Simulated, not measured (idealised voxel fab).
Title: Process Module voxel self aligned contacts
Xsec cut, 260 nm wide, square cell size 5 nm.
Cross-section, as written here: a square-cell grid given band by band from the top down, where a band holds one or more rows of cells. Top height, bottom height, nm. Materials left to right, width each, nm. Single material + "full width" = fills band edge to edge. "empty" = empty. Height 0 is the level under which the wafer as received is all one material. The lowest band goes on downwards, as in "0 nm and below". The two numbers in a width such as "30->40" mark its ends across the band: the first belongs to the top row of cells, the second to the bottom row, and from each row to the next the width moves by the same amount. "all unchanged" (step): cross-section cells unchanged, all of them. The entry titled "Enclosed empty spaces" provides the empty spaces that have no open way to the top, restricted to those of 8 cells or more. Each is presented as width x height at distance, the distance being measured from the left edge, with all three in nm. Note: text after step settings on the step line = simulator remark on that step. "overlay nm" on a masked step: distance the mask lay right of its planned place, negative for left.
-- The following list gives the planned process steps
step 1: op RECEIVE | material Si
step 2: op CONFORMAL_DEP | material SiO2 | thk nm 5
step 3: op DIRECTIONAL_DEP | material polySi | thk nm 30
step 4: op DIRECTIONAL_DEP | material SiN | thk nm 25
step 5: op MASKED_ETCH | tone cover | mask id GATE | width nm 25 | pitch nm 60 | etch materials SiN | depth nm 25 | overlay nm 0
step 6: op MASKED_ETCH | tone cover | mask id GATE | width nm 25 | pitch nm 60 | etch materials polySi | depth nm 30 | overlay nm 0
step 7: op CONFORMAL_DEP | material SiN | thk nm 10
step 8: op DIRECTIONAL_ETCH | etch materials SiN | depth nm 10
step 9: op FILL_DEP | material SiO2 | thk nm 15
step 10: op CMP | height nm 65
step 11: op MASKED_ETCH | tone open | mask id CONTACT | width nm 45 | pitch nm 60 | etch materials SiO2 | depth nm 65 | overlay nm -15
step 12: op CONFORMAL_DEP | material TiN | thk nm 5
step 13: op FILL_DEP | material W | thk nm 5
step 14: op CMP | height nm 65
step 15: op CONFORMAL_DEP | material SiCN | thk nm 5
Wafers differ in overlay nm at step 11; plan lists the first wafer's value; identical starting state.
-- Sectional view: first of several wafers, as received, after step 1
  0 nm and below = Si full width
  Enclosed empty spaces: none
-- End of module: cross-section of the first of several wafers after step 15, the last step
  70 nm to 65 nm = SiCN full width
  65 nm to 60 nm = SiO2=60 | TiN=35 | W=5 | TiN=5 | SiO2=15 | TiN=35 | W=5 | TiN=5 | SiO2=95
  60 nm to 35 nm = SiO2=45 | SiN=45 | TiN=5 | W=5 | TiN=5 | SiN=45 | TiN=5 | W=5 | TiN=5 | SiN=45 | SiO2=50
  35 nm to 5 nm = SiO2=45 | SiN=10 | polySi=25 | SiN=10 | TiN=5 | W=5 | TiN=5 | SiN=10 | polySi=25 | SiN=10 | TiN=5 | W=5 | TiN=5 | SiN=10 | polySi=25 | SiN=10 | SiO2=50
  5 nm to 0 nm = SiO2=90 | TiN=15 | SiO2=45 | TiN=15 | SiO2=95
  0 nm and below = Si full width
  Enclosed empty spaces: none
-- Wafer cross-section (last wafer, module end)
  70 nm to 65 nm = SiCN full width
  65 nm to 60 nm = SiO2=90 | TiN=5 | W=5 | TiN=35 | SiO2=15 | TiN=5 | W=5 | TiN=35 | SiO2=65
  60 nm to 35 nm = SiO2=45 | SiN=45 | TiN=5 | W=5 | TiN=5 | SiN=45 | TiN=5 | W=5 | TiN=5 | SiN=45 | SiO2=50
  35 nm to 5 nm = SiO2=45 | SiN=10 | polySi=25 | SiN=10 | TiN=5 | W=5 | TiN=5 | SiN=10 | polySi=25 | SiN=10 | TiN=5 | W=5 | TiN=5 | SiN=10 | polySi=25 | SiN=10 | SiO2=50
  5 nm to 0 nm = SiO2=90 | TiN=15 | SiO2=45 | TiN=15 | SiO2=95
  0 nm and below = Si full width
  Enclosed empty spaces: none
-- Gained (+) or lost (-) cells of each material since receipt, then closed voids: one row per wafer, at the end of the module
overlay nm -15 | +52 SiCN | +207 SiN | +289 SiO2 | +66 TiN | +24 W | +90 polySi | Enclosed empty spaces: none
overlay nm -10 | +52 SiCN | +207 SiN | +289 SiO2 | +66 TiN | +24 W | +90 polySi | Enclosed empty spaces: none
overlay nm -5 | +52 SiCN | +207 SiN | +289 SiO2 | +66 TiN | +24 W | +90 polySi | Enclosed empty spaces: none
overlay nm 0 | +52 SiCN | +207 SiN | +289 SiO2 | +66 TiN | +24 W | +90 polySi | Enclosed empty spaces: none
overlay nm 5 | +52 SiCN | +207 SiN | +289 SiO2 | +66 TiN | +24 W | +90 polySi | Enclosed empty spaces: none
overlay nm 10 | +52 SiCN | +207 SiN | +289 SiO2 | +66 TiN | +24 W | +90 polySi | Enclosed empty spaces: none
overlay nm 15 | +52 SiCN | +207 SiN | +289 SiO2 | +66 TiN | +24 W | +90 polySi | Enclosed empty spaces: none
